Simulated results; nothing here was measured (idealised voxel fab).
Name of the process module below: voxel released beams
Xsec cut, 220 nm wide, square cell size 5 nm.
Bands, listed from the top down, are how a cross-section gets written in this document; the cross-section itself is a grid of square cells, and a band is one or more rows of them.
Per band: top height and bottom height in nm, followed by the left-to-right materials and their widths in nm; "everywhere" marks a single material spanning edge to edge, "air" marks empty space.
Where do heights start? At 0: under that level the wafer as delivered is made of one material only. And the lowest band has no floor; it just carries on downward, as in "0 nm and below".
A width given as "30->40" starts at the first number in the band's top row and ends at the second number in its bottom row, shifting by an equal amount at every step from row to row.
Take "left unchanged" at face value: in the step it is given for, the cross-section changed in none of its cells.
The list in "Non-vented voids" covers empty spaces of 8 cells or more that cannot reach the top through any open way, and it gives each as width x height at distance; the distance is from the left edge, and width, height and distance are in nm.
The remark found on a step's line after its settings is issued by the simulator itself and pertains to that step.
You can add "overlay nm" to a step's line. For a step with a mask, it describes how far the mask lay to the right of its planned position, and a negative number describes a lay to the left.

THE PROCESS STEPS THAT WERE PLANNED ARE LISTED BELOW
step 1: RECEIVE (material Si)
step 2: CONFORMAL_DEP (material Al2O3; thk nm 5)
step 3: DIRECTIONAL_DEP (material SiO2; thk nm 10)
step 4: DIRECTIONAL_DEP (material aC; thk nm 15)
step 5: PATTERN (tone open; mask id ANCHOR; material resist; width nm 35; thk nm 35; overlay nm 0)
step 6: DIRECTIONAL_ETCH (etch materials aC; depth nm 15)
step 7: STRIP (etch materials resist)
step 8: DIRECTIONAL_ETCH (etch materials SiO2; depth nm 10)
step 9: STRIP (etch materials aC)
step 10: CONFORMAL_DEP (material polySi; thk nm 10)
step 11: DIRECTIONAL_DEP (material aC; thk nm 15)
step 12: PATTERN (tone cover; mask id BEAM; material resist; width nm 85; thk nm 30; overlay nm 0)
step 13: DIRECTIONAL_ETCH (etch materials aC; depth nm 15)
step 14: STRIP (etch materials resist)
step 15: DIRECTIONAL_ETCH (etch materials polySi; depth nm 10)
step 16: STRIP (etch materials aC)
step 17: STRIP (etch materials SiO2)

WAFER, FIRST OF TWO, RUN AS PLANNED

CROSS-SECTION OF THE WAFER AS IT CAME TO US, I.E., ALREADY THROUGH STEP 1
> 0 nm and below  Si everywhere
> Non-vented voids: none

CROSS-SECTIONAL REPRESENTATION OF THE WAFER AT THE CONCLUSION OF STEP 2
> 5 nm to 0 nm  Al2O3 everywhere
> Note: structure below 0 unchanged.

CROSS-SECTIONAL REPRESENTATION OF THE WAFER AT THE CONCLUSION OF STEP 3
> 15 nm to 5 nm  SiO2 everywhere
> Note: structure below 5 unchanged.

CROSS-SECTIONAL REPRESENTATION OF THE WAFER AT THE CONCLUSION OF STEP 4
> 30 nm to 15 nm  aC everywhere
> Note: structure below 15 unchanged.

CROSS-SECTIONAL REPRESENTATION OF THE WAFER AT THE CONCLUSION OF STEP 5
> 65 nm to 30 nm  70 of resist / 35 of air / 115 of resist
> Note: structure below 30 unchanged.

CROSS-SECTIONAL REPRESENTATION OF THE WAFER AT THE CONCLUSION OF STEP 6
> 50 nm to 30 nm  70 of resist / 35 of air / 115 of resist
> 30 nm to 15 nm  70 of aC / 35 of air / 115 of aC
> Note: structure below 15 unchanged.

CROSS-SECTIONAL REPRESENTATION OF THE WAFER AT THE CONCLUSION OF STEP 7
> 30 nm to 15 nm  70 of aC / 35 of air / 115 of aC
> Note: structure below 15 unchanged.

CROSS-SECTIONAL REPRESENTATION OF THE WAFER AT THE CONCLUSION OF STEP 8
> 30 nm to 15 nm  70 of aC / 35 of air / 115 of aC
> 15 nm to 5 nm  70 of SiO2 / 35 of air / 115 of SiO2
> Note: structure below 5 unchanged.

CROSS-SECTIONAL REPRESENTATION OF THE WAFER AT THE CONCLUSION OF STEP 9
> 15 nm to 5 nm  70 of SiO2 / 35 of air / 115 of SiO2
> Note: structure below 5 unchanged.

CROSS-SECTIONAL REPRESENTATION OF THE WAFER AT THE CONCLUSION OF STEP 10
> 25 nm to 15 nm  80 of polySi / 15 of air / 125 of polySi
> 15 nm to 5 nm  70 of SiO2 / 35 of polySi / 115 of SiO2
> Note: structure below 5 unchanged.

CROSS-SECTIONAL REPRESENTATION OF THE WAFER AT THE CONCLUSION OF STEP 11
> 40 nm to 30 nm  80 of aC / 15 of air / 125 of aC
> 30 nm to 25 nm  aC everywhere
> 25 nm to 15 nm  80 of polySi / 15 of aC / 125 of polySi
> Note: structure below 15 unchanged.

CROSS-SECTIONAL REPRESENTATION OF THE WAFER AT THE CONCLUSION OF STEP 12
> 70 nm to 40 nm  65 of air / 85 of resist / 70 of air
> 40 nm to 30 nm  80 of aC / 15 of resist / 125 of aC
> Note: structure below 30 unchanged.

CROSS-SECTIONAL REPRESENTATION OF THE WAFER AT THE CONCLUSION OF STEP 13
> 55 nm to 40 nm  65 of air / 85 of resist / 70 of air
> 40 nm to 30 nm  65 of air / 15 of aC / 15 of resist / 55 of aC / 70 of air
> 30 nm to 25 nm  65 of air / 85 of aC / 70 of air
> Note: structure below 25 unchanged.

CROSS-SECTIONAL REPRESENTATION OF THE WAFER AT THE CONCLUSION OF STEP 14
> 40 nm to 30 nm  65 of air / 15 of aC / 15 of air / 55 of aC / 70 of air
> Note: structure below 30 unchanged.

CROSS-SECTIONAL REPRESENTATION OF THE WAFER AT THE CONCLUSION OF STEP 15
> 40 nm to 30 nm  65 of air / 15 of aC / 15 of air / 55 of aC / 70 of air
> 30 nm to 25 nm  65 of air / 85 of aC / 70 of air
> 25 nm to 15 nm  65 of air / 15 of polySi / 15 of aC / 55 of polySi / 70 of air
> Note: structure below 15 unchanged.

CROSS-SECTIONAL REPRESENTATION OF THE WAFER AT THE CONCLUSION OF STEP 16
> 25 nm to 15 nm  65 of air / 15 of polySi / 15 of air / 55 of polySi / 70 of air
> Note: structure below 15 unchanged.

CROSS-SECTIONAL REPRESENTATION OF THE WAFER AT THE CONCLUSION OF STEP 17
> 25 nm to 15 nm  65 of air / 15 of polySi / 15 of air / 55 of polySi / 70 of air
> 15 nm to 5 nm  70 of air / 35 of polySi / 115 of air
> Note: structure below 5 unchanged.

SECOND WAFER - SHARED START AND PLAN WITH THE FIRST - ONE ERROR IN RUNNING - SAME AS THE FIRST UP TO STEP 4 INCLUSIVE

CROSS-SECTIONAL VIEW OF THE SECOND WAFER AT THE INTENDED END TIME OF PROCESS STEP 5
> 65 nm to 30 nm  70 of resist / 40 of air / 110 of resist
> Note: structure below 30 unchanged.

CROSS-SECTIONAL VIEW OF THE SECOND WAFER AT THE INTENDED END TIME OF PROCESS STEP 6
> 50 nm to 30 nm  70 of resist / 40 of air / 110 of resist
> 30 nm to 15 nm  70 of aC / 40 of air / 110 of aC
> Note: structure below 15 unchanged.

CROSS-SECTIONAL VIEW OF THE SECOND WAFER AT THE INTENDED END TIME OF PROCESS STEP 7
> 30 nm to 15 nm  70 of aC / 40 of air / 110 of aC
> Note: structure below 15 unchanged.

CROSS-SECTIONAL VIEW OF THE SECOND WAFER AT THE INTENDED END TIME OF PROCESS STEP 8
> 30 nm to 15 nm  70 of aC / 40 of air / 110 of aC
> 15 nm to 5 nm  70 of SiO2 / 40 of air / 110 of SiO2
> Note: structure below 5 unchanged.

CROSS-SECTIONAL VIEW OF THE SECOND WAFER AT THE INTENDED END TIME OF PROCESS STEP 9
> 15 nm to 5 nm  70 of SiO2 / 40 of air / 110 of SiO2
> Note: structure below 5 unchanged.

CROSS-SECTIONAL VIEW OF THE SECOND WAFER AT THE INTENDED END TIME OF PROCESS STEP 10
> 25 nm to 15 nm  80 of polySi / 20 of air / 120 of polySi
> 15 nm to 5 nm  70 of SiO2 / 40 of polySi / 110 of SiO2
> Note: structure below 5 unchanged.

CROSS-SECTIONAL VIEW OF THE SECOND WAFER AT THE INTENDED END TIME OF PROCESS STEP 11
> 40 nm to 30 nm  80 of aC / 20 of air / 120 of aC
> 30 nm to 25 nm  aC everywhere
> 25 nm to 15 nm  80 of polySi / 20 of aC / 120 of polySi
> Note: structure below 15 unchanged.

CROSS-SECTIONAL VIEW OF THE SECOND WAFER AT THE INTENDED END TIME OF PROCESS STEP 12
> 70 nm to 40 nm  65 of air / 85 of resist / 70 of air
> 40 nm to 30 nm  80 of aC / 20 of resist / 120 of aC
> Note: structure below 30 unchanged.

CROSS-SECTIONAL VIEW OF THE SECOND WAFER AT THE INTENDED END TIME OF PROCESS STEP 13
> 55 nm to 40 nm  65 of air / 85 of resist / 70 of air
> 40 nm to 30 nm  65 of air / 15 of aC / 20 of resist / 50 of aC / 70 of air
> 30 nm to 25 nm  65 of air / 85 of aC / 70 of air
> Note: structure below 25 unchanged.

CROSS-SECTIONAL VIEW OF THE SECOND WAFER AT THE INTENDED END TIME OF PROCESS STEP 14
> 40 nm to 30 nm  65 of air / 15 of aC / 20 of air / 50 of aC / 70 of air
> Note: structure below 30 unchanged.

CROSS-SECTIONAL VIEW OF THE SECOND WAFER AT THE INTENDED END TIME OF PROCESS STEP 15
> 40 nm to 30 nm  65 of air / 15 of aC / 20 of air / 50 of aC / 70 of air
> 30 nm to 25 nm  65 of air / 85 of aC / 70 of air
> 25 nm to 15 nm  65 of air / 15 of polySi / 20 of aC / 50 of polySi / 70 of air
> Note: structure below 15 unchanged.

CROSS-SECTIONAL VIEW OF THE SECOND WAFER AT THE INTENDED END TIME OF PROCESS STEP 16
> 25 nm to 15 nm  65 of air / 15 of polySi / 20 of air / 50 of polySi / 70 of air
> Note: structure below 15 unchanged.

CROSS-SECTIONAL VIEW OF THE SECOND WAFER AT THE INTENDED END TIME OF PROCESS STEP 17
> 25 nm to 15 nm  65 of air / 15 of polySi / 20 of air / 50 of polySi / 70 of air
> 15 nm to 5 nm  70 of air / 40 of polySi / 110 of air
> Note: structure below 5 unchanged.
In executing the process, a mistake was made relative to the plan: rather than as planned, step 5 actually ran as PATTERN (tone open; mask id ANCHOR; material resist; width nm 40; thk nm 35; overlay nm 0)
Upon completion, the cell count for each material on the second wafer equals that on the first, whereas the spatial distribution of those cells differs.
